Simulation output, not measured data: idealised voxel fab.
Presented below is a process module, voxel ribs on slabs.
FYI the section here is cut, 180 nm wide, cells are 5 nm squares.
When this document writes out a cross-section, it uses a grid of square cells and lists it as bands, beginning at the top and moving down, with a band standing for one or more rows of cells. The band entry comprises the height of the band's top followed by the height of its bottom, expressed in nm, and subsequently the band's materials from left to right, each stated together with its width in nm. Where a single material is marked with the word "throughout", that material fills the band from edge to edge. The word "blank" represents empty space. Measure heights from 0. That's the level where, below it, the as-received wafer is all one material. The lowest band is bottomless and extends downward; write it as in "0 down". The width entry "30 to 40" should be interpreted row by row: the top row of cells in the band takes the first number, the bottom row takes the second number, and the change between adjacent rows is uniform throughout. Reading "changes: none" for a step: not a cell of the cross-section changed in it. "Closed empty spaces": sealed empty spaces, 8 cells or more, no open way to top, listed width x height at distance, with distance from the left edge and width, height and distance in nm. If you see something after the settings on a step's line, that's the simulator's own remark about that step. overlay nm: mask offset rightward from planned place, masked step; negative means leftward offset.

**List of planned process steps**
1. RECEIVE with material Si
2. DIRECTIONAL_DEP with material SiO2, thk nm 30
3. DIRECTIONAL_DEP with material SiN, thk nm 20
4. DIRECTIONAL_DEP with material aC, thk nm 15
5. PATTERN with tone cover, mask id RIB, material resist, width nm 25, thk nm 30, overlay nm 0
6. DIRECTIONAL_ETCH with etch materials aC, depth nm 15
7. STRIP with etch materials resist
8. DIRECTIONAL_ETCH with etch materials SiN, depth nm 10
9. STRIP with etch materials aC
10. DIRECTIONAL_DEP with material aC, thk nm 15
11. PATTERN with tone cover, mask id SLAB, material resist, width nm 75, thk nm 30, overlay nm 0
12. DIRECTIONAL_ETCH with etch materials aC, depth nm 15
13. STRIP with etch materials resist
14. DIRECTIONAL_ETCH with etch materials SiN, depth nm 10
15. STRIP with etch materials aC
16. FILL_DEP with material SiO2, thk nm 25
17. CMP with height nm 65
18. DIRECTIONAL_DEP with material W, thk nm 5
19. PATTERN with tone cover, mask id HEATER, material resist, width nm 35, thk nm 15, overlay nm 0
20. DIRECTIONAL_ETCH with etch materials W, depth nm 5
21. STRIP with etch materials resist
22. CONFORMAL_DEP with material SiO2, thk nm 10

**The cross-section here shows the wafer as received, i.e. in its state after step 1**
    0 down = Si throughout
    Closed empty spaces: none

**Final wafer profile in cross-section after the module, from the same start and plan as above, with one mistake made during processing**
    80 to 75 = blank 60; SiO2 55; blank 65
    75 to 70 = SiO2 throughout
    70 to 65 = SiO2 70; W 35; SiO2 75
    65 to 20 = SiO2 throughout
    20 to 0 = SiN throughout
    0 down = Si throughout
    Closed empty spaces: none
So what did we get wrong on this run? contrary to the plan, steps 2 and 3 were processed in exchanged order
